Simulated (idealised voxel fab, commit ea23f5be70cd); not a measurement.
The process module presented herein is designated voxel local oxidation.
This is section cut - it's 275 nm across, gridded in 5 nm square cells.
Heads up, the way a cross-section reads in here is a grid of square cells, handed over as bands from the top down, with every band being one or more rows of cells. Basically the band line says how high the top is and how high the bottom is, in nm, and then what's in it from left to right, every material with its width in nm. Empty space shows up as "empty", and if a single material carries "edge to edge" it runs the full band edge to edge. Height reference: 0 = level under which incoming wafer is all one material. Lowest band: no bottom, runs on downward, e.g. "0 down". Graded width ("30 to 40"): value in top row of band = first number; value in bottom row = second number; row-to-row change constant. Any step labelled "no modification" changed none of the cells in the cross-section. Voids not open to the top, 8 cells minimum: see "Sealed cavities". Written width x height at distance; distance is from the left edge; nm. Note: text after step settings on the step line = simulator remark on that step. overlay nm: on a step with a mask, how far right of its planned place the mask lay; negative means left.
## The steps planned for the process are as follows
step 1: RECEIVE (material Si)
step 2: OXIDIZE (depth nm 5)
step 3: CONFORMAL_DEP (material SiN; thk nm 15)
step 4: PATTERN (tone cover; mask id ACTIVE; material resist; width nm 115; thk nm 20; overlay nm -15)
step 5: DIRECTIONAL_ETCH (etch materials SiN; depth nm 15)
step 6: STRIP (etch materials resist)
step 7: SELECTIVE_ETCH (etch materials SiO2; depth nm 5)
step 8: OXIDIZE (depth nm 10)
step 9: STRIP (etch materials SiN)
Don't read the plan's overlay nm for step 4 as applying to every wafer: that's the first wafer's value, and the wafers differ in it, though they all start identical.
## Cross-section, first of several wafers, as delivered after step 1
- 0 down | Si edge to edge
- Sealed cavities: none
## Below: a row per wafer. Contents at end of module: for every material, cells gained since receipt (+) or lost since receipt (-); then closed voids
overlay nm -15, -131 Si, +97 SiO2, Sealed cavities: none
overlay nm -10, -131 Si, +97 SiO2, Sealed cavities: none
overlay nm -5, -131 Si, +97 SiO2, Sealed cavities: none
overlay nm 0, -131 Si, +97 SiO2, Sealed cavities: none
overlay nm 5, -131 Si, +97 SiO2, Sealed cavities: none
overlay nm 10, -131 Si, +97 SiO2, Sealed cavities: none
overlay nm 15, -131 Si, +97 SiO2, Sealed cavities: none
